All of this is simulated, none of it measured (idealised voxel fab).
process module | voxel gate over fins
cross-section cut | 300 nm wide | cells 5 nm
A cross-section is a grid of square cells, given in bands from the top down. A band is one or more rows of cells.
Each band's line starts with the height of the band's top and of its bottom, in nm. Then come its materials from left to right, each with its width in nm. One material with "throughout" fills the band from edge to edge. "air" is empty space.
Height 0 is the level under which the wafer as received is all one material. The lowest band goes on downwards, as in "0 down".
A width such as "30 to 40" changes by the same amount from each row of cells to the next, from the band's top row to its bottom row.
"no change" after a step means that no cell of the cross-section changed.
closed voids: empty space of 8 cells or more with no open way to the top, each as width x height at its distance from the left edge, in nm
after a step's settings: what the simulator itself notes on the step
overlay nm, on a step with a mask: how far to the right of its planned place the mask lay; to the left if negative
plan
1 op RECEIVE | material Si
2 op CONFORMAL_DEP | material SiN | thk nm 5
3 op DIRECTIONAL_DEP | material aC | thk nm 10
4 op PATTERN | tone cover | mask id FINS | material resist | width nm 15 | pitch nm 50 | thk nm 25 | overlay nm 0
5 op DIRECTIONAL_ETCH | etch materials aC | depth nm 10
6 op STRIP | etch materials resist
7 op DIRECTIONAL_ETCH | etch materials SiN | depth nm 5
8 op DIRECTIONAL_ETCH | etch materials Si | depth nm 40
9 op STRIP | etch materials aC
10 op OXIDIZE | depth nm 5
11 op FILL_DEP | material SiO2 | thk nm 15
12 op CMP | height nm 5
13 op PATTERN | tone open | mask id RAIL | material resist | width nm 15 | thk nm 20 | overlay nm 0
14 op DIRECTIONAL_ETCH | etch materials SiO2 | depth nm 40
15 op STRIP | etch materials resist
16 op CONFORMAL_DEP | material TiN | thk nm 5
17 op FILL_DEP | material W | thk nm 5
18 op CMP | height nm 5
19 op SELECTIVE_ETCH | etch materials W Ru TiN | depth nm 30
20 op FILL_DEP | material SiO2 | thk nm 5
21 op CMP | height nm 5
22 op SELECTIVE_ETCH | etch materials SiO2 | depth nm 20
23 op STRIP | etch materials SiN
24 op CONFORMAL_DEP | material HfO2 | thk nm 5
25 op CONFORMAL_DEP | material TiN | thk nm 5
26 op CONFORMAL_DEP | material TiAl | thk nm 5
27 op CONFORMAL_DEP | material TiN | thk nm 5
28 op FILL_DEP | material W | thk nm 10
29 op CMP | height nm 25
30 op CONFORMAL_DEP | material SiCN | thk nm 5
as received, after step 1
  0 down: Si throughout
  closed voids: none
first wafer at the end, as planned
  30 to 25: SiCN throughout
  25 to 20: W throughout
  20 to 15: W 75 | TiN 45 | W 5 | TiN 45 | W 5 | TiN 45 | W 80
  15 to 10: W 75 | TiN 5 | TiAl 35 | TiN 5 | W 5 | TiN 5 | TiAl 35 | TiN 5 | W 5 | TiN 5 | TiAl 35 | TiN 5 | W 80
  10 to 5: W 75 | TiN 5 | TiAl 5 | TiN 25 | TiAl 5 | TiN 5 | W 5 | TiN 5 | TiAl 5 | TiN 25 | TiAl 5 | TiN 5 | W 5 | TiN 5 | TiAl 5 | TiN 25 | TiAl 5 | TiN 5 | W 80
  5 to 0: TiN 80 | TiAl 5 | TiN 5 | HfO2 15 | TiN 5 | TiAl 5 | TiN 15 | TiAl 5 | TiN 5 | HfO2 15 | TiN 5 | TiAl 5 | TiN 15 | TiAl 5 | TiN 5 | HfO2 15 | TiN 5 | TiAl 5 | TiN 85
  0 to -5: TiAl 85 | TiN 5 | HfO2 5 | Si 5 | HfO2 5 | TiN 5 | TiAl 25 | TiN 5 | HfO2 5 | Si 5 | HfO2 5 | TiN 5 | TiAl 25 | TiN 5 | HfO2 5 | Si 5 | HfO2 5 | TiN 5 | TiAl 90
  -5 to -10: TiN 90 | HfO2 5 | Si 5 | HfO2 5 | TiN 35 | HfO2 5 | Si 5 | HfO2 5 | TiN 35 | HfO2 5 | Si 5 | HfO2 5 | TiN 95
  -10 to -15: HfO2 95 | Si 5 | HfO2 45 | Si 5 | HfO2 45 | Si 5 | HfO2 100
  -15 to -25: SiO2 95 | Si 5 | SiO2 45 | Si 5 | SiO2 45 | Si 5 | SiO2 100
  -25 to -30: SiO2 95 | Si 5 | SiO2 15 | TiN 5 | W 5 | TiN 5 | SiO2 15 | Si 5 | SiO2 45 | Si 5 | SiO2 100
  -30 to -35: SiO2 95 | Si 5 | SiO2 15 | TiN 15 | SiO2 15 | Si 5 | SiO2 45 | Si 5 | SiO2 100
  -35 to -45: SiO2 95 | Si 5 | SiO2 45 | Si 5 | SiO2 45 | Si 5 | SiO2 100
  -45 down: Si throughout
  closed voids: none
second wafer at the end: like start, like plan, one mistake
  30 to 25: SiCN throughout
  25 to 20: W throughout
  20 to 10: W 75 | TiN 45 | W 5 | TiN 45 | W 5 | TiN 45 | W 80
  10 to 5: W 75 | TiN 10 | TiAl 25 | TiN 10 | W 5 | TiN 10 | TiAl 25 | TiN 10 | W 5 | TiN 10 | TiAl 25 | TiN 10 | W 80
  5 to 0: TiN 85 | TiAl 5 | HfO2 15 | TiAl 5 | TiN 25 | TiAl 5 | HfO2 15 | TiAl 5 | TiN 25 | TiAl 5 | HfO2 15 | TiAl 5 | TiN 90
  0 to -5: TiN 85 | TiAl 5 | HfO2 5 | Si 5 | HfO2 5 | TiAl 5 | TiN 25 | TiAl 5 | HfO2 5 | Si 5 | HfO2 5 | TiAl 5 | TiN 25 | TiAl 5 | HfO2 5 | Si 5 | HfO2 5 | TiAl 5 | TiN 90
  -5 to -10: TiAl 90 | HfO2 5 | Si 5 | HfO2 5 | TiAl 35 | HfO2 5 | Si 5 | HfO2 5 | TiAl 35 | HfO2 5 | Si 5 | HfO2 5 | TiAl 95
  -10 to -15: HfO2 95 | Si 5 | HfO2 45 | Si 5 | HfO2 45 | Si 5 | HfO2 100
  -15 to -25: SiO2 95 | Si 5 | SiO2 45 | Si 5 | SiO2 45 | Si 5 | SiO2 100
  -25 to -30: SiO2 95 | Si 5 | SiO2 15 | TiN 5 | W 5 | TiN 5 | SiO2 15 | Si 5 | SiO2 45 | Si 5 | SiO2 100
  -30 to -35: SiO2 95 | Si 5 | SiO2 15 | TiN 15 | SiO2 15 | Si 5 | SiO2 45 | Si 5 | SiO2 100
  -35 to -45: SiO2 95 | Si 5 | SiO2 45 | Si 5 | SiO2 45 | Si 5 | SiO2 100
  -45 down: Si throughout
  closed voids: none
what went wrong: steps 25 and 26 were swapped
at the end the second wafer has, in cells: as many of each material as the first, in other places
